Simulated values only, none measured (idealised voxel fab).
process module | voxel fin reveal
cross-section cut | 250 nm wide | cells 5 nm
A cross-section is a grid of square cells, given in bands from the top down. A band is one or more rows of cells.
Each band's line starts with the height of the band's top and of its bottom, in nm. Then come its materials from left to right, each with its width in nm. One material with "throughout" fills the band from edge to edge. "air" is empty space.
Height 0 is the level under which the wafer as received is all one material. The lowest band goes on downwards, as in "0 down".
A width such as "30 to 40" changes by the same amount from each row of cells to the next, from the band's top row to its bottom row.
"no change" after a step means that no cell of the cross-section changed.
closed voids: empty space of 8 cells or more with no open way to the top, each as width x height at its distance from the left edge, in nm
after a step's settings: what the simulator itself notes on the step
overlay nm, on a step with a mask: how far to the right of its planned place the mask lay; to the left if negative
plan
1 op RECEIVE | material Si
2 op CONFORMAL_DEP | material SiN | thk nm 5
3 op DIRECTIONAL_DEP | material aC | thk nm 15
4 op PATTERN | tone cover | mask id FINS | material resist | width nm 15 | pitch nm 35 | thk nm 35 | overlay nm 0
5 op DIRECTIONAL_ETCH | etch materials aC | depth nm 15
6 op STRIP | etch materials resist
7 op DIRECTIONAL_ETCH | etch materials SiN | depth nm 5
8 op DIRECTIONAL_ETCH | etch materials Si | depth nm 30
9 op STRIP | etch materials aC
10 op FILL_DEP | material SiO2 | thk nm 5
11 op CMP | height nm 5
12 op SELECTIVE_ETCH | etch materials SiO2 | depth nm 25
13 op STRIP | etch materials SiN
14 op CONFORMAL_DEP | material HfO2 | thk nm 5
as received, after step 1
  0 down: Si throughout
  closed voids: none
first wafer at the end, as planned
  5 to 0: air 60 | HfO2 25 | air 10 | HfO2 25 | air 10 | HfO2 25 | air 10 | HfO2 25 | air 60
  0 to -15: air 60 | HfO2 5 | Si 15 | HfO2 5 | air 10 | HfO2 5 | Si 15 | HfO2 5 | air 10 | HfO2 5 | Si 15 | HfO2 5 | air 10 | HfO2 5 | Si 15 | HfO2 5 | air 60
  -15 to -20: HfO2 65 | Si 15 | HfO2 20 | Si 15 | HfO2 20 | Si 15 | HfO2 20 | Si 15 | HfO2 65
  -20 to -30: SiO2 65 | Si 15 | SiO2 20 | Si 15 | SiO2 20 | Si 15 | SiO2 20 | Si 15 | SiO2 65
  -30 down: Si throughout
  closed voids: none
second wafer at the end: like start, like plan, one mistake
  5 to 0: air 60 | HfO2 25 | air 10 | HfO2 25 | air 10 | HfO2 25 | air 10 | HfO2 25 | air 60
  0 to -15: air 60 | HfO2 5 | Si 15 | HfO2 5 | air 10 | HfO2 5 | Si 15 | HfO2 5 | air 10 | HfO2 5 | Si 15 | HfO2 5 | air 10 | HfO2 5 | Si 15 | HfO2 5 | air 60
  -15 to -20: HfO2 45 | air 15 | HfO2 5 | Si 15 | HfO2 5 | air 10 | HfO2 5 | Si 15 | HfO2 5 | air 10 | HfO2 5 | Si 15 | HfO2 5 | air 10 | HfO2 5 | Si 15 | HfO2 5 | air 15 | HfO2 45
  -20 to -25: SiO2 40 | HfO2 25 | Si 15 | HfO2 20 | Si 15 | HfO2 20 | Si 15 | HfO2 20 | Si 15 | HfO2 25 | SiO2 40
  -25 to -30: SiO2 65 | Si 15 | SiO2 20 | Si 15 | SiO2 20 | Si 15 | SiO2 20 | Si 15 | SiO2 65
  -30 down: Si throughout
  closed voids: none
what went wrong: steps 12 and 13 were swapped
at the end the second wafer has, in cells: 10 more of HfO2 | 22 fewer of SiO2
